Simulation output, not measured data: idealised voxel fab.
The process module presented herein is designated voxel trench capacitor.
The width of the displayed cross-section, cut, is 245 nm; its cells are square, with a size of 5 nm.
A cross-section in this document is a grid of square cells, and it is written down as bands, the top band listed before the ones below it; a band is made up of one or more rows of cells.
Band entry format. Leading values: height of top, height of bottom, nm. Remainder: materials in left-to-right order, each with its width in nm. Special words: "throughout" on a single material, which then fills the band edge to edge; "empty", empty space.
We count height from 0. Below that, the starting wafer is all one material. The lowest band never ends at the bottom but goes on down; see "0 and below" for how that is written.
A width given as "30->40" starts at the first number in the band's top row and ends at the second number in its bottom row, shifting by an equal amount at every step from row to row.
Where the words "nothing changed" appear for a step, the cross-section shows no cell changed by that step; every cell remained as before.
Listed in "Closed cavity list": every empty space of 8 or more cells without an open way to the top. Form: width x height at distance, the distance being from the left edge, all in nm.
That trailing text on a step's line, after the settings, is the simulator's own remark on the step.
overlay nm: mask right of planned place by this much (step with mask). Neg. = left.
Planned step list for the process
step 1: RECEIVE with material Si
step 2: CONFORMAL_DEP with material SiN, thk nm 10
step 3: DIRECTIONAL_DEP with material aC, thk nm 10
step 4: PATTERN with tone open, mask id TRENCH, material resist, width nm 25, pitch nm 45, thk nm 25, overlay nm 0
step 5: DIRECTIONAL_ETCH with etch materials aC, depth nm 10
step 6: STRIP with etch materials resist
step 7: DIRECTIONAL_ETCH with etch materials SiN, depth nm 10
step 8: DIRECTIONAL_ETCH with etch materials Si, depth nm 35
step 9: STRIP with etch materials aC
step 10: CONFORMAL_DEP with material Al2O3, thk nm 5
step 11: CONFORMAL_DEP with material TiN, thk nm 5
step 12: FILL_DEP with material W, thk nm 10
step 13: CMP with height nm 10
Wafer at receipt (post step 1), cross-section
    0 and below = Si throughout
    Closed cavity list: none
Cross-sectional view of the first of the two wafers upon completion of the module, processed in accordance with the plan
    10 down to 0 = SiN 85 nm; Al2O3 5 nm; TiN 5 nm; W 5 nm; TiN 5 nm; Al2O3 5 nm; SiN 20 nm; Al2O3 5 nm; TiN 5 nm; W 5 nm; TiN 5 nm; Al2O3 5 nm; SiN 90 nm
    0 down to -25 = Si 85 nm; Al2O3 5 nm; TiN 5 nm; W 5 nm; TiN 5 nm; Al2O3 5 nm; Si 20 nm; Al2O3 5 nm; TiN 5 nm; W 5 nm; TiN 5 nm; Al2O3 5 nm; Si 90 nm
    -25 down to -30 = Si 85 nm; Al2O3 5 nm; TiN 15 nm; Al2O3 5 nm; Si 20 nm; Al2O3 5 nm; TiN 15 nm; Al2O3 5 nm; Si 90 nm
    -30 down to -35 = Si 85 nm; Al2O3 25 nm; Si 20 nm; Al2O3 25 nm; Si 90 nm
    -35 and below = Si throughout
    Closed cavity list: none
Wafer two, sectioned after the module: the first wafer's start, the first wafer's plan, and one mistake in how it was run
    10 down to 0 = SiN 90 nm; Al2O3 5 nm; TiN 10 nm; Al2O3 5 nm; SiN 25 nm; Al2O3 5 nm; TiN 10 nm; Al2O3 5 nm; SiN 90 nm
    0 down to -30 = Si 90 nm; Al2O3 5 nm; TiN 10 nm; Al2O3 5 nm; Si 25 nm; Al2O3 5 nm; TiN 10 nm; Al2O3 5 nm; Si 90 nm
    -30 down to -35 = Si 90 nm; Al2O3 20 nm; Si 25 nm; Al2O3 20 nm; Si 90 nm
    -35 and below = Si throughout
    Closed cavity list: none
It is concluded that the wafer was processed incorrectly with respect to the plan, in that step 4 ran as: PATTERN with tone open, mask id TRENCH, material resist, width nm 20, pitch nm 45, thk nm 25, overlay nm 0
Bottom line after processing is that, in cells, the second wafer is up or down on some materials versus the first: -2 Al2O3, +14 Si, +4 SiN, -2 TiN, -14 W
